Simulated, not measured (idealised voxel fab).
process module | voxel spacer lines
cross-section cut | 290 nm wide | cells 5 nm
A cross-section is a grid of square cells, given in bands from the top down. A band is one or more rows of cells.
Each band's line starts with the height of the band's top and of its bottom, in nm. Then come its materials from left to right, each with its width in nm. One material with "throughout" fills the band from edge to edge. "air" is empty space.
Height 0 is the level under which the wafer as received is all one material. The lowest band goes on downwards, as in "0 down".
A width such as "30 to 40" changes by the same amount from each row of cells to the next, from the band's top row to its bottom row.
"no change" after a step means that no cell of the cross-section changed.
closed voids: empty space of 8 cells or more with no open way to the top, each as width x height at its distance from the left edge, in nm
after a step's settings: what the simulator itself notes on the step
overlay nm, on a step with a mask: how far to the right of its planned place the mask lay; to the left if negative
plan
1 op RECEIVE | material Si
2 op CONFORMAL_DEP | material Al2O3 | thk nm 10
3 op DIRECTIONAL_DEP | material polySi | thk nm 20
4 op DIRECTIONAL_DEP | material aC | thk nm 20
5 op PATTERN | tone cover | mask id MANDREL | material resist | width nm 20 | pitch nm 70 | thk nm 30 | overlay nm 0
6 op DIRECTIONAL_ETCH | etch materials aC | depth nm 20
7 op STRIP | etch materials resist
8 op CONFORMAL_DEP | material SiN | thk nm 15
9 op DIRECTIONAL_ETCH | etch materials SiN | depth nm 15
10 op STRIP | etch materials aC
11 op DIRECTIONAL_ETCH | etch materials polySi | depth nm 10
12 op STRIP | etch materials SiN
13 op FILL_DEP | material lowk | thk nm 5
14 op CMP | height nm 30
varied across the wafers: depth nm of step 11. The plan shows the first wafer's value. All wafers start alike
first wafer as received, after step 1
  0 down: Si throughout
  closed voids: none
each wafer at the end: cells of each material gained (+) or lost (-) since it was received, then its closed voids
depth nm 10 | +116 Al2O3 | +92 lowk | +140 polySi | closed voids: none
depth nm 15 | +116 Al2O3 | +138 lowk | +94 polySi | closed voids: none
depth nm 20 | +116 Al2O3 | +184 lowk | +48 polySi | closed voids: none
depth nm 25 | +116 Al2O3 | +184 lowk | +48 polySi | closed voids: none
depth nm 30 | +116 Al2O3 | +184 lowk | +48 polySi | closed voids: none
depth nm 35 | +116 Al2O3 | +184 lowk | +48 polySi | closed voids: none
